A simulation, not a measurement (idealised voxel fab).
Process module name: voxel wiring stack
The cross-section shown here is cut; it is 175 nm wide and divided into square cells measuring 5 nm on a side.
Heads up, the way a cross-section reads in here is a grid of square cells, handed over as bands from the top down, with every band being one or more rows of cells. Quick guide to a band line: top height, bottom height (nm) up front; then every material left to right with its width in nm. Only one material and it's marked "all across"? Then it fills the band edge to edge. And "blank" just means empty space. Heights are reckoned from 0. Under this level, the received wafer is all of one material. The bottommost band is open-ended downward, for example "from 0 down". A width given as "30 to 40" starts at the first number in the band's top row and ends at the second number in its bottom row, shifting by an equal amount at every step from row to row. Basically "no change occurred" means that step didn't change any cell in the cross-section. "Enclosed void entries" specifies each empty space that is not open to the top and that occupies no fewer than 8 cells, using the form width x height at distance, the distance measured from the left edge and all three quantities in nm. Whatever follows a step's settings on its line is a remark the simulator itself makes about that step. overlay nm: mask right of planned place by this much (step with mask). Neg. = left. Pairs ahead. Before: cross-section ahead of one process step. After: cross-section once the step is done, shown to the lowest changed band only. Under each pair: that step, with settings. Caution: pairs may come from different runs of this module on the same starting wafer; a pair follows the pair above only where its "Prior state" entry says so.

# Prior state
* from 45 to 40 | Ru all across
* from 40 to 35 | 40 of TiN | 15 of Ru | 25 of TiN | 15 of Ru | 25 of TiN | 15 of Ru | 40 of TiN
* from 35 to 10 | 35 of SiO2 | 5 of TiN | 15 of Ru | 5 of TiN | 15 of SiO2 | 5 of TiN | 15 of Ru | 5 of TiN | 15 of SiO2 | 5 of TiN | 15 of Ru | 5 of TiN | 35 of SiO2
* from 10 to 5 | 35 of SiCN | 25 of TiN | 15 of SiCN | 25 of TiN | 15 of SiCN | 25 of TiN | 35 of SiCN
* from 5 to 0 | SiO2 all across
* from 0 down | Si all across
* Enclosed void entries: none

# Section After Processing
* from 50 to 45 | SiCN all across
* Rest of section, below 45: as before.
* Enclosed void entries: none
In between the before and after cross-sections above, the step is FILL_DEP: material SiCN, thk nm 5

Prior state: check the pair just above; its after cross-section is our before state.

# Section After Processing
* from 75 to 50 | SiO2 all across
* Rest of section, below 50: as before.
* Enclosed void entries: none
In between the before and after cross-sections above, the step is DIRECTIONAL_DEP: material SiO2, thk nm 25

Prior state: check the pair just above; its after cross-section is our before state.

# Section After Processing
* from 75 to 60 | 35 of SiO2 | 25 of blank | 15 of SiO2 | 25 of blank | 15 of SiO2 | 25 of blank | 35 of SiO2
* Rest of section, below 60: as before.
* Enclosed void entries: none
In between the before and after cross-sections above, the step is MASKED_ETCH: tone open, mask id METAL_2, width nm 25, pitch nm 40, etch materials SiO2, depth nm 15, overlay nm 0

Prior state: check the pair just above; its after cross-section is our before state.

# Section After Processing
* from 90 to 75 | 35 of resist | 15 of blank | 25 of resist | 15 of blank | 25 of resist | 15 of blank | 45 of resist
* from 75 to 60 | 35 of SiO2 | 15 of blank | 10 of resist | 15 of SiO2 | 15 of blank | 10 of resist | 15 of SiO2 | 15 of blank | 10 of resist | 35 of SiO2
* Rest of section, below 60: as before.
* Enclosed void entries: none
In between the before and after cross-sections above, the step is PATTERN: tone open, mask id METAL_2_HOLES, material resist, width nm 15, pitch nm 40, thk nm 15, overlay nm 0

Prior state: check the pair just above; its after cross-section is our before state.

# Section After Processing
* from 90 to 75 | 35 of resist | 15 of blank | 25 of resist | 15 of blank | 25 of resist | 15 of blank | 45 of resist
* from 75 to 60 | 35 of SiO2 | 15 of blank | 10 of resist | 15 of SiO2 | 15 of blank | 10 of resist | 15 of SiO2 | 15 of blank | 10 of resist | 35 of SiO2
* from 60 to 50 | 35 of SiO2 | 15 of blank | 25 of SiO2 | 15 of blank | 25 of SiO2 | 15 of blank | 45 of SiO2
* Rest of section, below 50: as before.
* Enclosed void entries: none
In between the before and after cross-sections above, the step is DIRECTIONAL_ETCH: etch materials SiO2, depth nm 10

Prior state: check the pair just above; its after cross-section is our before state.

# Section After Processing
* from 90 to 75 | 35 of resist | 15 of blank | 25 of resist | 15 of blank | 25 of resist | 15 of blank | 45 of resist
* from 75 to 60 | 35 of SiO2 | 15 of blank | 10 of resist | 15 of SiO2 | 15 of blank | 10 of resist | 15 of SiO2 | 15 of blank | 10 of resist | 35 of SiO2
* from 60 to 50 | 35 of SiO2 | 15 of blank | 25 of SiO2 | 15 of blank | 25 of SiO2 | 15 of blank | 45 of SiO2
* from 50 to 45 | 35 of SiCN | 15 of blank | 25 of SiCN | 15 of blank | 25 of SiCN | 15 of blank | 45 of SiCN
* Rest of section, below 45: as before.
* Enclosed void entries: none
In between the before and after cross-sections above, the step is DIRECTIONAL_ETCH: etch materials SiCN, depth nm 5

Prior state: check the pair just above; its after cross-section is our before state.

# Section After Processing
* from 75 to 60 | 35 of SiO2 | 25 of blank | 15 of SiO2 | 25 of blank | 15 of SiO2 | 25 of blank | 35 of SiO2
* Rest of section, below 60: as before.
* Enclosed void entries: none
In between the before and after cross-sections above, the step is STRIP: etch materials resist

Prior state: check the pair just above; its after cross-section is our before state.

# Section After Processing
* from 80 to 75 | 40 of TiN | 15 of blank | 25 of TiN | 15 of blank | 25 of TiN | 15 of blank | 40 of TiN
* from 75 to 65 | 35 of SiO2 | 5 of TiN | 15 of blank | 5 of TiN | 15 of SiO2 | 5 of TiN | 15 of blank | 5 of TiN | 15 of SiO2 | 5 of TiN | 15 of blank | 5 of TiN | 35 of SiO2
* from 65 to 60 | 35 of SiO2 | 5 of TiN | 5 of blank | 15 of TiN | 15 of SiO2 | 5 of TiN | 5 of blank | 15 of TiN | 15 of SiO2 | 5 of TiN | 5 of blank | 15 of TiN | 35 of SiO2
* from 60 to 50 | 35 of SiO2 | 5 of TiN | 5 of blank | 5 of TiN | 25 of SiO2 | 5 of TiN | 5 of blank | 5 of TiN | 25 of SiO2 | 5 of TiN | 5 of blank | 5 of TiN | 45 of SiO2
* from 50 to 45 | 35 of SiCN | 15 of TiN | 25 of SiCN | 15 of TiN | 25 of SiCN | 15 of TiN | 45 of SiCN
* Rest of section, below 45: as before.
* Enclosed void entries: none
In between the before and after cross-sections above, the step is CONFORMAL_DEP: material TiN, thk nm 5

Prior state: check the pair just above; its after cross-section is our before state.

# Section After Processing
* from 85 to 80 | Cu all across
* from 80 to 75 | 40 of TiN | 15 of Cu | 25 of TiN | 15 of Cu | 25 of TiN | 15 of Cu | 40 of TiN
* from 75 to 65 | 35 of SiO2 | 5 of TiN | 15 of Cu | 5 of TiN | 15 of SiO2 | 5 of TiN | 15 of Cu | 5 of TiN | 15 of SiO2 | 5 of TiN | 15 of Cu | 5 of TiN | 35 of SiO2
* from 65 to 60 | 35 of SiO2 | 5 of TiN | 5 of Cu | 15 of TiN | 15 of SiO2 | 5 of TiN | 5 of Cu | 15 of TiN | 15 of SiO2 | 5 of TiN | 5 of Cu | 15 of TiN | 35 of SiO2
* from 60 to 50 | 35 of SiO2 | 5 of TiN | 5 of Cu | 5 of TiN | 25 of SiO2 | 5 of TiN | 5 of Cu | 5 of TiN | 25 of SiO2 | 5 of TiN | 5 of Cu | 5 of TiN | 45 of SiO2
* Rest of section, below 50: as before.
* Enclosed void entries: none
In between the before and after cross-sections above, the step is FILL_DEP: material Cu, thk nm 5

Prior state: check the pair just above; its after cross-section is our before state.

# Section After Processing
* from 75 to 65 | 35 of SiO2 | 5 of TiN | 15 of Cu | 5 of TiN | 15 of SiO2 | 5 of TiN | 15 of Cu | 5 of TiN | 15 of SiO2 | 5 of TiN | 15 of Cu | 5 of TiN | 35 of SiO2
* Rest of section, below 65: as before.
* Enclosed void entries: none
In between the before and after cross-sections above, the step is CMP: height nm 75

Prior state: check the pair just above; its after cross-section is our before state.

# Section After Processing
* from 80 to 75 | SiCN all across
* Rest of section, below 75: as before.
* Enclosed void entries: none
In between the before and after cross-sections above, the step is CONFORMAL_DEP: material SiCN, thk nm 5

# Prior state
* from 75 to 60 | 35 of SiO2 | 25 of blank | 15 of SiO2 | 25 of blank | 15 of SiO2 | 25 of blank | 35 of SiO2
* from 60 to 50 | SiO2 all across
* from 50 to 45 | SiCN all across
* from 45 to 40 | 30 of SiCN | 35 of Ru | 5 of SiCN | 35 of Ru | 5 of SiCN | 35 of Ru | 30 of SiCN
* from 40 to 15 | 35 of SiO2 | 5 of TiN | 15 of Ru | 5 of TiN | 15 of SiO2 | 5 of TiN | 15 of Ru | 5 of TiN | 15 of SiO2 | 5 of TiN | 15 of Ru | 5 of TiN | 35 of SiO2
* from 15 to 10 | 35 of SiCN | 25 of TiN | 15 of SiCN | 25 of TiN | 15 of SiCN | 25 of TiN | 35 of SiCN
* from 10 to 0 | SiO2 all across
* from 0 down | Si all across
* Enclosed void entries: none

# Section After Processing
* from 90 to 75 | 35 of resist | 20 of blank | 20 of resist | 20 of blank | 20 of resist | 20 of blank | 40 of resist
* from 75 to 60 | 35 of SiO2 | 20 of blank | 5 of resist | 15 of SiO2 | 20 of blank | 5 of resist | 15 of SiO2 | 20 of blank | 5 of resist | 35 of SiO2
* Rest of section, below 60: as before.
* Enclosed void entries: none
In between the before and after cross-sections above, the step is PATTERN: tone open, mask id METAL_2_HOLES, material resist, width nm 20, pitch nm 40, thk nm 15, overlay nm 0

Prior state: check the pair just above; its after cross-section is our before state.

# Section After Processing
* from 90 to 75 | 35 of resist | 20 of blank | 20 of resist | 20 of blank | 20 of resist | 20 of blank | 40 of resist
* from 75 to 60 | 35 of SiO2 | 20 of blank | 5 of resist | 15 of SiO2 | 20 of blank | 5 of resist | 15 of SiO2 | 20 of blank | 5 of resist | 35 of SiO2
* from 60 to 50 | 35 of SiO2 | 20 of blank | 20 of SiO2 | 20 of blank | 20 of SiO2 | 20 of blank | 40 of SiO2
* Rest of section, below 50: as before.
* Enclosed void entries: none
In between the before and after cross-sections above, the step is DIRECTIONAL_ETCH: etch materials SiO2, depth nm 10

Prior state: check the pair just above; its after cross-section is our before state.

# Section After Processing
* from 90 to 75 | 35 of resist | 20 of blank | 20 of resist | 20 of blank | 20 of resist | 20 of blank | 40 of resist
* from 75 to 60 | 35 of SiO2 | 20 of blank | 5 of resist | 15 of SiO2 | 20 of blank | 5 of resist | 15 of SiO2 | 20 of blank | 5 of resist | 35 of SiO2
* from 60 to 50 | 35 of SiO2 | 20 of blank | 20 of SiO2 | 20 of blank | 20 of SiO2 | 20 of blank | 40 of SiO2
* from 50 to 45 | 35 of SiCN | 20 of blank | 20 of SiCN | 20 of blank | 20 of SiCN | 20 of blank | 40 of SiCN
* Rest of section, below 45: as before.
* Enclosed void entries: none
In between the before and after cross-sections above, the step is DIRECTIONAL_ETCH: etch materials SiCN, depth nm 5

Prior state: check the pair just above; its after cross-section is our before state.

# Section After Processing
* from 75 to 60 | 35 of SiO2 | 25 of blank | 15 of SiO2 | 25 of blank | 15 of SiO2 | 25 of blank | 35 of SiO2
* Rest of section, below 60: as before.
* Enclosed void entries: none
In between the before and after cross-sections above, the step is STRIP: etch materials resist

Prior state: check the pair just above; its after cross-section is our before state.

# Section After Processing
* from 80 to 75 | 40 of TiN | 15 of blank | 25 of TiN | 15 of blank | 25 of TiN | 15 of blank | 40 of TiN
* from 75 to 65 | 35 of SiO2 | 5 of TiN | 15 of blank | 5 of TiN | 15 of SiO2 | 5 of TiN | 15 of blank | 5 of TiN | 15 of SiO2 | 5 of TiN | 15 of blank | 5 of TiN | 35 of SiO2
* from 65 to 60 | 35 of SiO2 | 5 of TiN | 10 of blank | 10 of TiN | 15 of SiO2 | 5 of TiN | 10 of blank | 10 of TiN | 15 of SiO2 | 5 of TiN | 10 of blank | 10 of TiN | 35 of SiO2
* from 60 to 50 | 35 of SiO2 | 5 of TiN | 10 of blank | 5 of TiN | 20 of SiO2 | 5 of TiN | 10 of blank | 5 of TiN | 20 of SiO2 | 5 of TiN | 10 of blank | 5 of TiN | 40 of SiO2
* from 50 to 45 | 35 of SiCN | 20 of TiN | 20 of SiCN | 20 of TiN | 20 of SiCN | 20 of TiN | 40 of SiCN
* Rest of section, below 45: as before.
* Enclosed void entries: none
In between the before and after cross-sections above, the step is CONFORMAL_DEP: material TiN, thk nm 5

Prior state: check the pair just above; its after cross-section is our before state.

# Section After Processing
* from 85 to 80 | Cu all across
* from 80 to 75 | 40 of TiN | 15 of Cu | 25 of TiN | 15 of Cu | 25 of TiN | 15 of Cu | 40 of TiN
* from 75 to 65 | 35 of SiO2 | 5 of TiN | 15 of Cu | 5 of TiN | 15 of SiO2 | 5 of TiN | 15 of Cu | 5 of TiN | 15 of SiO2 | 5 of TiN | 15 of Cu | 5 of TiN | 35 of SiO2
* from 65 to 60 | 35 of SiO2 | 5 of TiN | 10 of Cu | 10 of TiN | 15 of SiO2 | 5 of TiN | 10 of Cu | 10 of TiN | 15 of SiO2 | 5 of TiN | 10 of Cu | 10 of TiN | 35 of SiO2
* from 60 to 50 | 35 of SiO2 | 5 of TiN | 10 of Cu | 5 of TiN | 20 of SiO2 | 5 of TiN | 10 of Cu | 5 of TiN | 20 of SiO2 | 5 of TiN | 10 of Cu | 5 of TiN | 40 of SiO2
* Rest of section, below 50: as before.
* Enclosed void entries: none
In between the before and after cross-sections above, the step is FILL_DEP: material Cu, thk nm 5

Prior state: check the pair just above; its after cross-section is our before state.

# Section After Processing
* from 75 to 65 | 35 of SiO2 | 5 of TiN | 15 of Cu | 5 of TiN | 15 of SiO2 | 5 of TiN | 15 of Cu | 5 of TiN | 15 of SiO2 | 5 of TiN | 15 of Cu | 5 of TiN | 35 of SiO2
* Rest of section, below 65: as before.
* Enclosed void entries: none
In between the before and after cross-sections above, the step is CMP: height nm 75

Prior state: check the pair just above; its after cross-section is our before state.

# Section After Processing
* from 80 to 75 | SiCN all across
* Rest of section, below 75: as before.
* Enclosed void entries: none
In between the before and after cross-sections above, the step is CONFORMAL_DEP: material SiCN, thk nm 5

# Prior state
* from 75 to 50 | SiO2 all across
* from 50 to 45 | SiCN all across
* from 45 to 40 | 30 of SiCN | 35 of Ru | 5 of SiCN | 35 of Ru | 5 of SiCN | 35 of Ru | 30 of SiCN
* from 40 to 15 | 35 of SiO2 | 5 of TiN | 15 of Ru | 5 of TiN | 15 of SiO2 | 5 of TiN | 15 of Ru | 5 of TiN | 15 of SiO2 | 5 of TiN | 15 of Ru | 5 of TiN | 35 of SiO2
* from 15 to 10 | 35 of SiCN | 25 of TiN | 15 of SiCN | 25 of TiN | 15 of SiCN | 25 of TiN | 35 of SiCN
* from 10 to 0 | SiO2 all across
* from 0 down | Si all across
* Enclosed void entries: none

# Section After Processing
* from 75 to 60 | 45 of SiO2 | 25 of blank | 15 of SiO2 | 25 of blank | 15 of SiO2 | 25 of blank | 25 of SiO2
* Rest of section, below 60: as before.
* Enclosed void entries: none
In between the before and after cross-sections above, the step is MASKED_ETCH: tone open, mask id METAL_2, width nm 25, pitch nm 40, etch materials SiO2, depth nm 15, overlay nm 10

Prior state: check the pair just above; its after cross-section is our before state.

# Section After Processing
* from 90 to 75 | 35 of resist | 15 of blank | 25 of resist | 15 of blank | 25 of resist | 15 of blank | 45 of resist
* from 75 to 60 | 45 of SiO2 | 5 of blank | 20 of resist | 15 of SiO2 | 5 of blank | 20 of resist | 15 of SiO2 | 5 of blank | 20 of resist | 25 of SiO2
* Rest of section, below 60: as before.
* Enclosed void entries: none
In between the before and after cross-sections above, the step is PATTERN: tone open, mask id METAL_2_HOLES, material resist, width nm 15, pitch nm 40, thk nm 15, overlay nm 0

Prior state: check the pair just above; its after cross-section is our before state.

# Section After Processing
* from 90 to 75 | 35 of resist | 15 of blank | 25 of resist | 15 of blank | 25 of resist | 15 of blank | 45 of resist
* from 75 to 65 | 35 of SiO2 | 15 of blank | 20 of resist | 5 of SiO2 | 15 of blank | 20 of resist | 5 of SiO2 | 15 of blank | 20 of resist | 25 of SiO2
* from 65 to 60 | 45 of SiO2 | 5 of blank | 20 of resist | 15 of SiO2 | 5 of blank | 20 of resist | 15 of SiO2 | 5 of blank | 20 of resist | 25 of SiO2
* from 60 to 50 | 45 of SiO2 | 5 of blank | 35 of SiO2 | 5 of blank | 35 of SiO2 | 5 of blank | 45 of SiO2
* Rest of section, below 50: as before.
* Enclosed void entries: none
In between the before and after cross-sections above, the step is DIRECTIONAL_ETCH: etch materials SiO2, depth nm 10

Prior state: check the pair just above; its after cross-section is our before state.

# Section After Processing
* from 90 to 75 | 35 of resist | 15 of blank | 25 of resist | 15 of blank | 25 of resist | 15 of blank | 45 of resist
* from 75 to 65 | 35 of SiO2 | 15 of blank | 20 of resist | 5 of SiO2 | 15 of blank | 20 of resist | 5 of SiO2 | 15 of blank | 20 of resist | 25 of SiO2
* from 65 to 60 | 45 of SiO2 | 5 of blank | 20 of resist | 15 of SiO2 | 5 of blank | 20 of resist | 15 of SiO2 | 5 of blank | 20 of resist | 25 of SiO2
* from 60 to 50 | 45 of SiO2 | 5 of blank | 35 of SiO2 | 5 of blank | 35 of SiO2 | 5 of blank | 45 of SiO2
* from 50 to 45 | 45 of SiCN | 5 of blank | 35 of SiCN | 5 of blank | 35 of SiCN | 5 of blank | 45 of SiCN
* Rest of section, below 45: as before.
* Enclosed void entries: none
In between the before and after cross-sections above, the step is DIRECTIONAL_ETCH: etch materials SiCN, depth nm 5

Prior state: check the pair just above; its after cross-section is our before state.

# Section After Processing
* from 75 to 65 | 35 of SiO2 | 35 of blank | 5 of SiO2 | 35 of blank | 5 of SiO2 | 35 of blank | 25 of SiO2
* from 65 to 60 | 45 of SiO2 | 25 of blank | 15 of SiO2 | 25 of blank | 15 of SiO2 | 25 of blank | 25 of SiO2
* Rest of section, below 60: as before.
* Enclosed void entries: none
In between the before and after cross-sections above, the step is STRIP: etch materials resist

Prior state: check the pair just above; its after cross-section is our before state.

# Section After Processing
* from 80 to 75 | 40 of TiN | 25 of blank | 15 of TiN | 25 of blank | 15 of TiN | 25 of blank | 30 of TiN
* from 75 to 65 | 35 of SiO2 | 5 to 15 of TiN | 25 to 15 of blank | 5 of TiN | 5 of SiO2 | 5 to 15 of TiN | 25 to 15 of blank | 5 of TiN | 5 of SiO2 | 5 to 15 of TiN | 25 to 15 of blank | 5 of TiN | 25 of SiO2
* from 65 to 60 | 45 of SiO2 | 25 of TiN | 15 of SiO2 | 25 of TiN | 15 of SiO2 | 25 of TiN | 25 of SiO2
* from 60 to 50 | 45 of SiO2 | 5 of TiN | 35 of SiO2 | 5 of TiN | 35 of SiO2 | 5 of TiN | 45 of SiO2
* from 50 to 45 | 45 of SiCN | 5 of TiN | 35 of SiCN | 5 of TiN | 35 of SiCN | 5 of TiN | 45 of SiCN
* Rest of section, below 45: as before.
* Enclosed void entries: none
In between the before and after cross-sections above, the step is CONFORMAL_DEP: material TiN, thk nm 5

Prior state: check the pair just above; its after cross-section is our before state.

# Section After Processing
* from 85 to 80 | Cu all across
* from 80 to 75 | 40 of TiN | 25 of Cu | 15 of TiN | 25 of Cu | 15 of TiN | 25 of Cu | 30 of TiN
* from 75 to 65 | 35 of SiO2 | 5 to 15 of TiN | 25 to 15 of Cu | 5 of TiN | 5 of SiO2 | 5 to 15 of TiN | 25 to 15 of Cu | 5 of TiN | 5 of SiO2 | 5 to 15 of TiN | 25 to 15 of Cu | 5 of TiN | 25 of SiO2
* Rest of section, below 65: as before.
* Enclosed void entries: none
In between the before and after cross-sections above, the step is FILL_DEP: material Cu, thk nm 5

Prior state: check the pair just above; its after cross-section is our before state.

# Section After Processing
* from 75 to 65 | 35 of SiO2 | 5 to 15 of TiN | 25 to 15 of Cu | 5 of TiN | 5 of SiO2 | 5 to 15 of TiN | 25 to 15 of Cu | 5 of TiN | 5 of SiO2 | 5 to 15 of TiN | 25 to 15 of Cu | 5 of TiN | 25 of SiO2
* Rest of section, below 65: as before.
* Enclosed void entries: none
In between the before and after cross-sections above, the step is CMP: height nm 75

Prior state: check the pair just above; its after cross-section is our before state.

# Section After Processing
* from 80 to 75 | SiCN all across
* Rest of section, below 75: as before.
* Enclosed void entries: none
In between the before and after cross-sections above, the step is CONFORMAL_DEP: material SiCN, thk nm 5

# Prior state
* from 75 to 65 | 35 of SiO2 | 5 of TiN | 15 of Cu | 5 of TiN | 15 of SiO2 | 5 of TiN | 15 of Cu | 5 of TiN | 15 of SiO2 | 5 of TiN | 15 of Cu | 5 of TiN | 35 of SiO2
* from 65 to 60 | 35 of SiO2 | 5 of TiN | 5 of Cu | 15 of TiN | 15 of SiO2 | 5 of TiN | 5 of Cu | 15 of TiN | 15 of SiO2 | 5 of TiN | 5 of Cu | 15 of TiN | 35 of SiO2
* from 60 to 50 | 35 of SiO2 | 5 of TiN | 5 of Cu | 5 of TiN | 25 of SiO2 | 5 of TiN | 5 of Cu | 5 of TiN | 25 of SiO2 | 5 of TiN | 5 of Cu | 5 of TiN | 45 of SiO2
* from 50 to 45 | 35 of SiCN | 15 of TiN | 25 of SiCN | 15 of TiN | 25 of SiCN | 15 of TiN | 45 of SiCN
* from 45 to 40 | 30 of SiCN | 35 of Ru | 5 of SiCN | 35 of Ru | 5 of SiCN | 35 of Ru | 30 of SiCN
* from 40 to 15 | 35 of SiO2 | 5 of TiN | 15 of Ru | 5 of TiN | 15 of SiO2 | 5 of TiN | 15 of Ru | 5 of TiN | 15 of SiO2 | 5 of TiN | 15 of Ru | 5 of TiN | 35 of SiO2
* from 15 to 10 | 35 of SiCN | 25 of TiN | 15 of SiCN | 25 of TiN | 15 of SiCN | 25 of TiN | 35 of SiCN
* from 10 to 0 | SiO2 all across
* from 0 down | Si all across
* Enclosed void entries: none

# Section After Processing
* from 80 to 75 | TiN all across
* Rest of section, below 75: as before.
* Enclosed void entries: none
In between the before and after cross-sections above, the step is CONFORMAL_DEP: material TiN, thk nm 5

# Prior state
* from 75 to 50 | SiO2 all across
* from 50 to 45 | SiCN all across
* from 45 to 40 | 30 of SiCN | 35 of Ru | 5 of SiCN | 35 of Ru | 5 of SiCN | 35 of Ru | 30 of SiCN
* from 40 to 15 | 35 of SiO2 | 5 of TiN | 15 of Ru | 5 of TiN | 15 of SiO2 | 5 of TiN | 15 of Ru | 5 of TiN | 15 of SiO2 | 5 of TiN | 15 of Ru | 5 of TiN | 35 of SiO2
* from 15 to 10 | 35 of SiCN | 25 of TiN | 15 of SiCN | 25 of TiN | 15 of SiCN | 25 of TiN | 35 of SiCN
* from 10 to 0 | SiO2 all across
* from 0 down | Si all across
* Enclosed void entries: none

# Section After Processing
* from 75 to 60 | 35 of blank | 25 of SiO2 | 15 of blank | 25 of SiO2 | 15 of blank | 25 of SiO2 | 35 of blank
* Rest of section, below 60: as before.
* Enclosed void entries: none
In between the before and after cross-sections above, the step is MASKED_ETCH: tone cover, mask id METAL_2, width nm 25, pitch nm 40, etch materials SiO2, depth nm 15, overlay nm 0

Prior state: check the pair just above; its after cross-section is our before state.

# Section After Processing
* from 90 to 75 | 35 of resist | 15 of blank | 25 of resist | 15 of blank | 25 of resist | 15 of blank | 45 of resist
* from 75 to 60 | 35 of resist | 25 of SiO2 | 15 of resist | 25 of SiO2 | 15 of resist | 25 of SiO2 | 35 of resist
* Rest of section, below 60: as before.
* Enclosed void entries: none
In between the before and after cross-sections above, the step is PATTERN: tone open, mask id METAL_2_HOLES, material resist, width nm 15, pitch nm 40, thk nm 15, overlay nm 0

Prior state: check the pair just above; its after cross-section is our before state.

# Section After Processing
* from 90 to 75 | 35 of resist | 15 of blank | 25 of resist | 15 of blank | 25 of resist | 15 of blank | 45 of resist
* from 75 to 65 | 35 of resist | 15 of blank | 10 of SiO2 | 15 of resist | 15 of blank | 10 of SiO2 | 15 of resist | 15 of blank | 10 of SiO2 | 35 of resist
* Rest of section, below 65: as before.
* Enclosed void entries: none
In between the before and after cross-sections above, the step is DIRECTIONAL_ETCH: etch materials SiO2, depth nm 10

Prior state: check the pair just above; its after cross-section is our before state.

# Section After Processing
* from 75 to 65 | 50 of blank | 10 of SiO2 | 30 of blank | 10 of SiO2 | 30 of blank | 10 of SiO2 | 35 of blank
* from 65 to 60 | 35 of blank | 25 of SiO2 | 15 of blank | 25 of SiO2 | 15 of blank | 25 of SiO2 | 35 of blank
* Rest of section, below 60: as before.
* Enclosed void entries: none
In between the before and after cross-sections above, the step is STRIP: etch materials resist

Prior state: check the pair just above; its after cross-section is our before state.

# Section After Processing
* from 80 to 75 | 45 of blank | 20 of TiN | 20 of blank | 20 of TiN | 20 of blank | 20 of TiN | 30 of blank
* from 75 to 65 | 45 to 30 of blank | 5 to 20 of TiN | 10 of SiO2 | 5 of TiN | 20 to 5 of blank | 5 to 20 of TiN | 10 of SiO2 | 5 of TiN | 20 to 5 of blank | 5 to 20 of TiN | 10 of SiO2 | 5 of TiN | 30 of blank
* from 65 to 60 | 35 of TiN | 25 of SiO2 | 15 of TiN | 25 of SiO2 | 15 of TiN | 25 of SiO2 | 35 of TiN
* Rest of section, below 60: as before.
* Enclosed void entries: none
In between the before and after cross-sections above, the step is CONFORMAL_DEP: material TiN, thk nm 5

Prior state: check the pair just above; its after cross-section is our before state.

# Section After Processing
* from 85 to 80 | Cu all across
* from 80 to 75 | 45 of Cu | 20 of TiN | 20 of Cu | 20 of TiN | 20 of Cu | 20 of TiN | 30 of Cu
* from 75 to 65 | 45 to 30 of Cu | 5 to 20 of TiN | 10 of SiO2 | 5 of TiN | 20 to 5 of Cu | 5 to 20 of TiN | 10 of SiO2 | 5 of TiN | 20 to 5 of Cu | 5 to 20 of TiN | 10 of SiO2 | 5 of TiN | 30 of Cu
* Rest of section, below 65: as before.
* Enclosed void entries: none
In between the before and after cross-sections above, the step is FILL_DEP: material Cu, thk nm 5

Prior state: check the pair just above; its after cross-section is our before state.

# Section After Processing
* from 75 to 65 | 45 to 30 of Cu | 5 to 20 of TiN | 10 of SiO2 | 5 of TiN | 20 to 5 of Cu | 5 to 20 of TiN | 10 of SiO2 | 5 of TiN | 20 to 5 of Cu | 5 to 20 of TiN | 10 of SiO2 | 5 of TiN | 30 of Cu
* Rest of section, below 65: as before.
* Enclosed void entries: none
In between the before and after cross-sections above, the step is CMP: height nm 75

Prior state: check the pair just above; its after cross-section is our before state.

# Section After Processing
* from 80 to 75 | SiCN all across
* Rest of section, below 75: as before.
* Enclosed void entries: none
In between the before and after cross-sections above, the step is CONFORMAL_DEP: material SiCN, thk nm 5
